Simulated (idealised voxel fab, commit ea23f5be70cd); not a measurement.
process module | voxel transistor to metal
cross-section cut | 215 nm wide | cells 5 nm
A cross-section is a grid of square cells, given in bands from the top down. A band is one or more rows of cells.
Each band's line starts with the height of the band's top and of its bottom, in nm. Then come its materials from left to right, each with its width in nm. One material with "throughout" fills the band from edge to edge. "air" is empty space.
Height 0 is the level under which the wafer as received is all one material. The lowest band goes on downwards, as in "0 down".
A width such as "30 to 40" changes by the same amount from each row of cells to the next, from the band's top row to its bottom row.
"no change" after a step means that no cell of the cross-section changed.
closed voids: empty space of 8 cells or more with no open way to the top, each as width x height at its distance from the left edge, in nm
after a step's settings: what the simulator itself notes on the step
overlay nm, on a step with a mask: how far to the right of its planned place the mask lay; to the left if negative
plan
1 op RECEIVE | material Si
2 op CONFORMAL_DEP | material SiO2 | thk nm 5
3 op CONFORMAL_DEP | material SiN | thk nm 10
4 op MASKED_ETCH | tone cover | mask id ACTIVE | width nm 105 | etch materials SiN | depth nm 10 | overlay nm 0
5 op MASKED_ETCH | tone cover | mask id ACTIVE | width nm 105 | etch materials SiO2 | depth nm 5 | overlay nm 0
6 op MASKED_ETCH | tone cover | mask id ACTIVE | width nm 105 | etch materials Si | depth nm 20 | overlay nm 0
7 op FILL_DEP | material SiO2 | thk nm 10
8 op CMP | height nm 15
9 op SELECTIVE_ETCH | etch materials SiO2 | depth nm 10
10 op STRIP | etch materials SiN
11 op SELECTIVE_ETCH | etch materials SiO2 | depth nm 5
12 op OXIDIZE | depth nm 5
13 op DIRECTIONAL_DEP | material polySi | thk nm 30
14 op DIRECTIONAL_DEP | material SiCN | thk nm 10
15 op PATTERN | tone cover | mask id GATE | material resist | width nm 25 | thk nm 20 | overlay nm 0
16 op DIRECTIONAL_ETCH | etch materials SiCN | depth nm 20
17 op DIRECTIONAL_ETCH | etch materials polySi | depth nm 40
18 op STRIP | etch materials resist
19 op CONFORMAL_DEP | material SiN | thk nm 5
20 op DIRECTIONAL_ETCH | etch materials SiN | depth nm 5
21 op DIRECTIONAL_ETCH | etch materials SiO2 | depth nm 5
22 op EPI | material pSi | thk nm 5
23 op FILL_DEP | material SiO2 | thk nm 10
24 op CMP | height nm 30
25 op STRIP | etch materials polySi
26 op SELECTIVE_ETCH | etch materials SiO2 | depth nm 5
27 op CONFORMAL_DEP | material HfO2 | thk nm 5
28 op CONFORMAL_DEP | material TiN | thk nm 5
29 op FILL_DEP | material W | thk nm 5
30 op CMP | height nm 25
31 op DIRECTIONAL_DEP | material SiO2 | thk nm 15
32 op PATTERN | tone open | mask id CONTACT | material resist | width nm 15 | pitch nm 70 | thk nm 15 | overlay nm 0
33 op DIRECTIONAL_ETCH | etch materials SiO2 | depth nm 40
34 op STRIP | etch materials resist
35 op CONFORMAL_DEP | material TiN | thk nm 5
36 op FILL_DEP | material Ru | thk nm 5
37 op CMP | height nm 40
38 op DIRECTIONAL_DEP | material TiN | thk nm 5
39 op DIRECTIONAL_DEP | material W | thk nm 15
40 op DIRECTIONAL_DEP | material aC | thk nm 15
41 op PATTERN | tone cover | mask id METAL_1 | material resist | width nm 15 | pitch nm 70 | thk nm 35 | overlay nm 0
42 op DIRECTIONAL_ETCH | etch materials aC | depth nm 15
43 op STRIP | etch materials resist
44 op DIRECTIONAL_ETCH | etch materials W | depth nm 15
45 op DIRECTIONAL_ETCH | etch materials TiN | depth nm 5
46 op STRIP | etch materials aC
47 op CONFORMAL_DEP | material SiCN | thk nm 5
48 op FILL_DEP | material lowk | thk nm 5
49 op CMP | height nm 60
50 op CONFORMAL_DEP | material SiN | thk nm 5
first wafer, as planned
as received, after step 1
  0 down: Si throughout
  closed voids: none
after step 2
  5 to 0: SiO2 throughout
  below 0: unchanged
after step 3
  15 to 5: SiN throughout
  below 5: unchanged
after step 4
  15 to 5: air 55 | SiN 105 | air 55
  below 5: unchanged
after step 5
  15 to 5: air 55 | SiN 105 | air 55
  5 to 0: air 55 | SiO2 105 | air 55
  below 0: unchanged
after step 6
  15 to 5: air 55 | SiN 105 | air 55
  5 to 0: air 55 | SiO2 105 | air 55
  0 to -20: air 55 | Si 105 | air 55
  below -20: unchanged
after step 7
  25 to 15: SiO2 throughout
  15 to 5: SiO2 55 | SiN 105 | SiO2 55
  5 to 0: SiO2 throughout
  0 to -20: SiO2 55 | Si 105 | SiO2 55
  below -20: unchanged
after step 8
  15 to 5: SiO2 55 | SiN 105 | SiO2 55
  below 5: unchanged
after step 9
  15 to 5: air 55 | SiN 105 | air 55
  below 5: unchanged
after step 10
  5 to 0: SiO2 throughout
  below 0: unchanged
after step 11
  0 to -20: SiO2 55 | Si 105 | SiO2 55
  below -20: unchanged
after step 12
  0 to -5: SiO2 throughout
  below -5: unchanged
after step 13
  30 to 0: polySi throughout
  below 0: unchanged
after step 14
  40 to 30: SiCN throughout
  below 30: unchanged
after step 15
  60 to 40: air 95 | resist 25 | air 95
  below 40: unchanged
after step 16
  60 to 40: air 95 | resist 25 | air 95
  40 to 30: air 95 | SiCN 25 | air 95
  below 30: unchanged
after step 17
  60 to 40: air 95 | resist 25 | air 95
  40 to 30: air 95 | SiCN 25 | air 95
  30 to 0: air 95 | polySi 25 | air 95
  below 0: unchanged
after step 18
  40 to 30: air 95 | SiCN 25 | air 95
  below 30: unchanged
after step 19
  45 to 40: air 90 | SiN 35 | air 90
  40 to 30: air 90 | SiN 5 | SiCN 25 | SiN 5 | air 90
  30 to 5: air 90 | SiN 5 | polySi 25 | SiN 5 | air 90
  5 to 0: SiN 95 | polySi 25 | SiN 95
  below 0: unchanged
after step 20
  40 to 30: air 90 | SiN 5 | SiCN 25 | SiN 5 | air 90
  30 to 0: air 90 | SiN 5 | polySi 25 | SiN 5 | air 90
  below 0: unchanged
after step 21
  40 to 30: air 90 | SiN 5 | SiCN 25 | SiN 5 | air 90
  30 to 0: air 90 | SiN 5 | polySi 25 | SiN 5 | air 90
  0 to -5: air 90 | SiO2 35 | air 90
  below -5: unchanged
after step 22
  40 to 30: air 90 | SiN 5 | SiCN 25 | SiN 5 | air 90
  30 to 0: air 90 | SiN 5 | polySi 25 | SiN 5 | air 90
  0 to -5: air 50 | pSi 40 | SiO2 35 | pSi 40 | air 50
  below -5: unchanged
after step 23
  50 to 40: SiO2 throughout
  40 to 30: SiO2 90 | SiN 5 | SiCN 25 | SiN 5 | SiO2 90
  30 to 0: SiO2 90 | SiN 5 | polySi 25 | SiN 5 | SiO2 90
  0 to -5: SiO2 50 | pSi 40 | SiO2 35 | pSi 40 | SiO2 50
  below -5: unchanged
after step 24
  30 to 0: SiO2 90 | SiN 5 | polySi 25 | SiN 5 | SiO2 90
  below 0: unchanged
after step 25
  30 to 0: SiO2 90 | SiN 5 | air 25 | SiN 5 | SiO2 90
  below 0: unchanged
after step 26
  30 to 25: air 90 | SiN 5 | air 25 | SiN 5 | air 90
  25 to 0: SiO2 90 | SiN 5 | air 25 | SiN 5 | SiO2 90
  0 to -5: SiO2 50 | pSi 40 | air 35 | pSi 40 | SiO2 50
  below -5: unchanged
after step 27
  35 to 30: air 85 | HfO2 15 | air 15 | HfO2 15 | air 85
  30 to 25: HfO2 90 | SiN 5 | HfO2 5 | air 15 | HfO2 5 | SiN 5 | HfO2 90
  25 to 0: SiO2 90 | SiN 5 | HfO2 5 | air 15 | HfO2 5 | SiN 5 | SiO2 90
  0 to -5: SiO2 50 | pSi 40 | HfO2 35 | pSi 40 | SiO2 50
  below -5: unchanged
after step 28
  40 to 35: air 80 | TiN 25 | air 5 | TiN 25 | air 80
  35 to 30: TiN 85 | HfO2 15 | TiN 5 | air 5 | TiN 5 | HfO2 15 | TiN 85
  30 to 25: HfO2 90 | SiN 5 | HfO2 5 | TiN 5 | air 5 | TiN 5 | HfO2 5 | SiN 5 | HfO2 90
  25 to 5: SiO2 90 | SiN 5 | HfO2 5 | TiN 5 | air 5 | TiN 5 | HfO2 5 | SiN 5 | SiO2 90
  5 to 0: SiO2 90 | SiN 5 | HfO2 5 | TiN 15 | HfO2 5 | SiN 5 | SiO2 90
  below 0: unchanged
after step 29
  45 to 40: W throughout
  40 to 35: W 80 | TiN 25 | W 5 | TiN 25 | W 80
  35 to 30: TiN 85 | HfO2 15 | TiN 5 | W 5 | TiN 5 | HfO2 15 | TiN 85
  30 to 25: HfO2 90 | SiN 5 | HfO2 5 | TiN 5 | W 5 | TiN 5 | HfO2 5 | SiN 5 | HfO2 90
  25 to 5: SiO2 90 | SiN 5 | HfO2 5 | TiN 5 | W 5 | TiN 5 | HfO2 5 | SiN 5 | SiO2 90
  below 5: unchanged
after step 30
  25 to 5: SiO2 90 | SiN 5 | HfO2 5 | TiN 5 | W 5 | TiN 5 | HfO2 5 | SiN 5 | SiO2 90
  below 5: unchanged
after step 31
  40 to 25: SiO2 throughout
  below 25: unchanged
after step 32
  55 to 40: resist 65 | air 15 | resist 55 | air 15 | resist 65
  below 40: unchanged
after step 33
  55 to 40: resist 65 | air 15 | resist 55 | air 15 | resist 65
  40 to 25: SiO2 65 | air 15 | SiO2 55 | air 15 | SiO2 65
  25 to 5: SiO2 65 | air 15 | SiO2 10 | SiN 5 | HfO2 5 | TiN 5 | W 5 | TiN 5 | HfO2 5 | SiN 5 | SiO2 10 | air 15 | SiO2 65
  5 to 0: SiO2 65 | air 15 | SiO2 10 | SiN 5 | HfO2 5 | TiN 15 | HfO2 5 | SiN 5 | SiO2 10 | air 15 | SiO2 65
  below 0: unchanged
after step 34
  40 to 25: SiO2 65 | air 15 | SiO2 55 | air 15 | SiO2 65
  below 25: unchanged
after step 35
  45 to 40: TiN 70 | air 5 | TiN 65 | air 5 | TiN 70
  40 to 25: SiO2 65 | TiN 5 | air 5 | TiN 5 | SiO2 55 | TiN 5 | air 5 | TiN 5 | SiO2 65
  25 to 5: SiO2 65 | TiN 5 | air 5 | TiN 5 | SiO2 10 | SiN 5 | HfO2 5 | TiN 5 | W 5 | TiN 5 | HfO2 5 | SiN 5 | SiO2 10 | TiN 5 | air 5 | TiN 5 | SiO2 65
  5 to 0: SiO2 65 | TiN 15 | SiO2 10 | SiN 5 | HfO2 5 | TiN 15 | HfO2 5 | SiN 5 | SiO2 10 | TiN 15 | SiO2 65
  below 0: unchanged
after step 36
  50 to 45: Ru throughout
  45 to 40: TiN 70 | Ru 5 | TiN 65 | Ru 5 | TiN 70
  40 to 25: SiO2 65 | TiN 5 | Ru 5 | TiN 5 | SiO2 55 | TiN 5 | Ru 5 | TiN 5 | SiO2 65
  25 to 5: SiO2 65 | TiN 5 | Ru 5 | TiN 5 | SiO2 10 | SiN 5 | HfO2 5 | TiN 5 | W 5 | TiN 5 | HfO2 5 | SiN 5 | SiO2 10 | TiN 5 | Ru 5 | TiN 5 | SiO2 65
  below 5: unchanged
after step 37
  40 to 25: SiO2 65 | TiN 5 | Ru 5 | TiN 5 | SiO2 55 | TiN 5 | Ru 5 | TiN 5 | SiO2 65
  below 25: unchanged
after step 38
  45 to 40: TiN throughout
  below 40: unchanged
after step 39
  60 to 45: W throughout
  below 45: unchanged
after step 40
  75 to 60: aC throughout
  below 60: unchanged
after step 41
  110 to 75: air 65 | resist 15 | air 55 | resist 15 | air 65
  below 75: unchanged
after step 42
  95 to 75: air 65 | resist 15 | air 55 | resist 15 | air 65
  75 to 60: air 65 | aC 15 | air 55 | aC 15 | air 65
  below 60: unchanged
after step 43
  75 to 60: air 65 | aC 15 | air 55 | aC 15 | air 65
  below 60: unchanged
after step 44
  75 to 60: air 65 | aC 15 | air 55 | aC 15 | air 65
  60 to 45: air 65 | W 15 | air 55 | W 15 | air 65
  below 45: unchanged
after step 45
  75 to 60: air 65 | aC 15 | air 55 | aC 15 | air 65
  60 to 45: air 65 | W 15 | air 55 | W 15 | air 65
  45 to 40: air 65 | TiN 15 | air 55 | TiN 15 | air 65
  below 40: unchanged
after step 46
  60 to 45: air 65 | W 15 | air 55 | W 15 | air 65
  below 45: unchanged
after step 47
  65 to 60: air 60 | SiCN 25 | air 45 | SiCN 25 | air 60
  60 to 45: air 60 | SiCN 5 | W 15 | SiCN 5 | air 45 | SiCN 5 | W 15 | SiCN 5 | air 60
  45 to 40: SiCN 65 | TiN 15 | SiCN 55 | TiN 15 | SiCN 65
  below 40: unchanged
after step 48
  70 to 65: lowk throughout
  65 to 60: lowk 60 | SiCN 25 | lowk 45 | SiCN 25 | lowk 60
  60 to 45: lowk 60 | SiCN 5 | W 15 | SiCN 5 | lowk 45 | SiCN 5 | W 15 | SiCN 5 | lowk 60
  below 45: unchanged
after step 49
  60 to 45: lowk 60 | SiCN 5 | W 15 | SiCN 5 | lowk 45 | SiCN 5 | W 15 | SiCN 5 | lowk 60
  below 45: unchanged
after step 50
  65 to 60: SiN throughout
  below 60: unchanged
second wafer: like start, like plan, one mistake. Through step 14 it matches the first wafer
when step 15 should have ended
  60 to 40: air 100 | resist 15 | air 100
  below 40: unchanged
when step 16 should have ended
  60 to 40: air 100 | resist 15 | air 100
  40 to 30: air 100 | SiCN 15 | air 100
  below 30: unchanged
when step 17 should have ended
  60 to 40: air 100 | resist 15 | air 100
  40 to 30: air 100 | SiCN 15 | air 100
  30 to 0: air 100 | polySi 15 | air 100
  below 0: unchanged
when step 18 should have ended
  40 to 30: air 100 | SiCN 15 | air 100
  below 30: unchanged
when step 19 should have ended
  45 to 40: air 95 | SiN 25 | air 95
  40 to 30: air 95 | SiN 5 | SiCN 15 | SiN 5 | air 95
  30 to 5: air 95 | SiN 5 | polySi 15 | SiN 5 | air 95
  5 to 0: SiN 100 | polySi 15 | SiN 100
  below 0: unchanged
when step 20 should have ended
  40 to 30: air 95 | SiN 5 | SiCN 15 | SiN 5 | air 95
  30 to 0: air 95 | SiN 5 | polySi 15 | SiN 5 | air 95
  below 0: unchanged
when step 21 should have ended
  40 to 30: air 95 | SiN 5 | SiCN 15 | SiN 5 | air 95
  30 to 0: air 95 | SiN 5 | polySi 15 | SiN 5 | air 95
  0 to -5: air 95 | SiO2 25 | air 95
  below -5: unchanged
when step 22 should have ended
  40 to 30: air 95 | SiN 5 | SiCN 15 | SiN 5 | air 95
  30 to 0: air 95 | SiN 5 | polySi 15 | SiN 5 | air 95
  0 to -5: air 50 | pSi 45 | SiO2 25 | pSi 45 | air 50
  below -5: unchanged
when step 23 should have ended
  50 to 40: SiO2 throughout
  40 to 30: SiO2 95 | SiN 5 | SiCN 15 | SiN 5 | SiO2 95
  30 to 0: SiO2 95 | SiN 5 | polySi 15 | SiN 5 | SiO2 95
  0 to -5: SiO2 50 | pSi 45 | SiO2 25 | pSi 45 | SiO2 50
  below -5: unchanged
when step 24 should have ended
  30 to 0: SiO2 95 | SiN 5 | polySi 15 | SiN 5 | SiO2 95
  below 0: unchanged
when step 25 should have ended
  30 to 0: SiO2 95 | SiN 5 | air 15 | SiN 5 | SiO2 95
  below 0: unchanged
when step 26 should have ended
  30 to 25: air 95 | SiN 5 | air 15 | SiN 5 | air 95
  25 to 0: SiO2 95 | SiN 5 | air 15 | SiN 5 | SiO2 95
  0 to -5: SiO2 50 | pSi 45 | air 25 | pSi 45 | SiO2 50
  below -5: unchanged
when step 27 should have ended
  35 to 30: air 90 | HfO2 15 | air 5 | HfO2 15 | air 90
  30 to 25: HfO2 95 | SiN 5 | HfO2 5 | air 5 | HfO2 5 | SiN 5 | HfO2 95
  25 to 0: SiO2 95 | SiN 5 | HfO2 5 | air 5 | HfO2 5 | SiN 5 | SiO2 95
  0 to -5: SiO2 50 | pSi 45 | HfO2 25 | pSi 45 | SiO2 50
  below -5: unchanged
when step 28 should have ended
  40 to 35: air 85 | TiN 45 | air 85
  35 to 30: TiN 90 | HfO2 15 | TiN 5 | HfO2 15 | TiN 90
  30 to 25: HfO2 95 | SiN 5 | HfO2 5 | TiN 5 | HfO2 5 | SiN 5 | HfO2 95
  25 to 0: SiO2 95 | SiN 5 | HfO2 5 | TiN 5 | HfO2 5 | SiN 5 | SiO2 95
  below 0: unchanged
when step 29 should have ended
  45 to 40: W throughout
  40 to 35: W 85 | TiN 45 | W 85
  below 35: unchanged
when step 30 should have ended
  25 to 0: SiO2 95 | SiN 5 | HfO2 5 | TiN 5 | HfO2 5 | SiN 5 | SiO2 95
  below 0: unchanged
when step 31 should have ended
  40 to 25: SiO2 throughout
  below 25: unchanged
when step 32 should have ended
  55 to 40: resist 65 | air 15 | resist 55 | air 15 | resist 65
  below 40: unchanged
when step 33 should have ended
  55 to 40: resist 65 | air 15 | resist 55 | air 15 | resist 65
  40 to 25: SiO2 65 | air 15 | SiO2 55 | air 15 | SiO2 65
  25 to 0: SiO2 65 | air 15 | SiO2 15 | SiN 5 | HfO2 5 | TiN 5 | HfO2 5 | SiN 5 | SiO2 15 | air 15 | SiO2 65
  below 0: unchanged
when step 34 should have ended
  40 to 25: SiO2 65 | air 15 | SiO2 55 | air 15 | SiO2 65
  below 25: unchanged
when step 35 should have ended
  45 to 40: TiN 70 | air 5 | TiN 65 | air 5 | TiN 70
  40 to 25: SiO2 65 | TiN 5 | air 5 | TiN 5 | SiO2 55 | TiN 5 | air 5 | TiN 5 | SiO2 65
  25 to 5: SiO2 65 | TiN 5 | air 5 | TiN 5 | SiO2 15 | SiN 5 | HfO2 5 | TiN 5 | HfO2 5 | SiN 5 | SiO2 15 | TiN 5 | air 5 | TiN 5 | SiO2 65
  5 to 0: SiO2 65 | TiN 15 | SiO2 15 | SiN 5 | HfO2 5 | TiN 5 | HfO2 5 | SiN 5 | SiO2 15 | TiN 15 | SiO2 65
  below 0: unchanged
when step 36 should have ended
  50 to 45: Ru throughout
  45 to 40: TiN 70 | Ru 5 | TiN 65 | Ru 5 | TiN 70
  40 to 25: SiO2 65 | TiN 5 | Ru 5 | TiN 5 | SiO2 55 | TiN 5 | Ru 5 | TiN 5 | SiO2 65
  25 to 5: SiO2 65 | TiN 5 | Ru 5 | TiN 5 | SiO2 15 | SiN 5 | HfO2 5 | TiN 5 | HfO2 5 | SiN 5 | SiO2 15 | TiN 5 | Ru 5 | TiN 5 | SiO2 65
  below 5: unchanged
when step 37 should have ended
  40 to 25: SiO2 65 | TiN 5 | Ru 5 | TiN 5 | SiO2 55 | TiN 5 | Ru 5 | TiN 5 | SiO2 65
  below 25: unchanged
when step 38 should have ended
  45 to 40: TiN throughout
  below 40: unchanged
when step 39 should have ended
  60 to 45: W throughout
  below 45: unchanged
when step 40 should have ended
  75 to 60: aC throughout
  below 60: unchanged
when step 41 should have ended
  110 to 75: air 65 | resist 15 | air 55 | resist 15 | air 65
  below 75: unchanged
when step 42 should have ended
  95 to 75: air 65 | resist 15 | air 55 | resist 15 | air 65
  75 to 60: air 65 | aC 15 | air 55 | aC 15 | air 65
  below 60: unchanged
when step 43 should have ended
  75 to 60: air 65 | aC 15 | air 55 | aC 15 | air 65
  below 60: unchanged
when step 44 should have ended
  75 to 60: air 65 | aC 15 | air 55 | aC 15 | air 65
  60 to 45: air 65 | W 15 | air 55 | W 15 | air 65
  below 45: unchanged
when step 45 should have ended
  75 to 60: air 65 | aC 15 | air 55 | aC 15 | air 65
  60 to 45: air 65 | W 15 | air 55 | W 15 | air 65
  45 to 40: air 65 | TiN 15 | air 55 | TiN 15 | air 65
  below 40: unchanged
when step 46 should have ended
  60 to 45: air 65 | W 15 | air 55 | W 15 | air 65
  below 45: unchanged
when step 47 should have ended
  65 to 60: air 60 | SiCN 25 | air 45 | SiCN 25 | air 60
  60 to 45: air 60 | SiCN 5 | W 15 | SiCN 5 | air 45 | SiCN 5 | W 15 | SiCN 5 | air 60
  45 to 40: SiCN 65 | TiN 15 | SiCN 55 | TiN 15 | SiCN 65
  below 40: unchanged
when step 48 should have ended
  70 to 65: lowk throughout
  65 to 60: lowk 60 | SiCN 25 | lowk 45 | SiCN 25 | lowk 60
  60 to 45: lowk 60 | SiCN 5 | W 15 | SiCN 5 | lowk 45 | SiCN 5 | W 15 | SiCN 5 | lowk 60
  below 45: unchanged
when step 49 should have ended
  60 to 45: lowk 60 | SiCN 5 | W 15 | SiCN 5 | lowk 45 | SiCN 5 | W 15 | SiCN 5 | lowk 60
  below 45: unchanged
when step 50 should have ended
  65 to 60: SiN throughout
  below 60: unchanged
what went wrong: step 15 ran as: op PATTERN | tone cover | mask id GATE | material resist | width nm 15 | thk nm 20 | overlay nm 0
at the end the second wafer has, in cells: 2 fewer of HfO2 | 10 more of SiO2 | 6 fewer of TiN | 4 fewer of W | 2 more of pSi
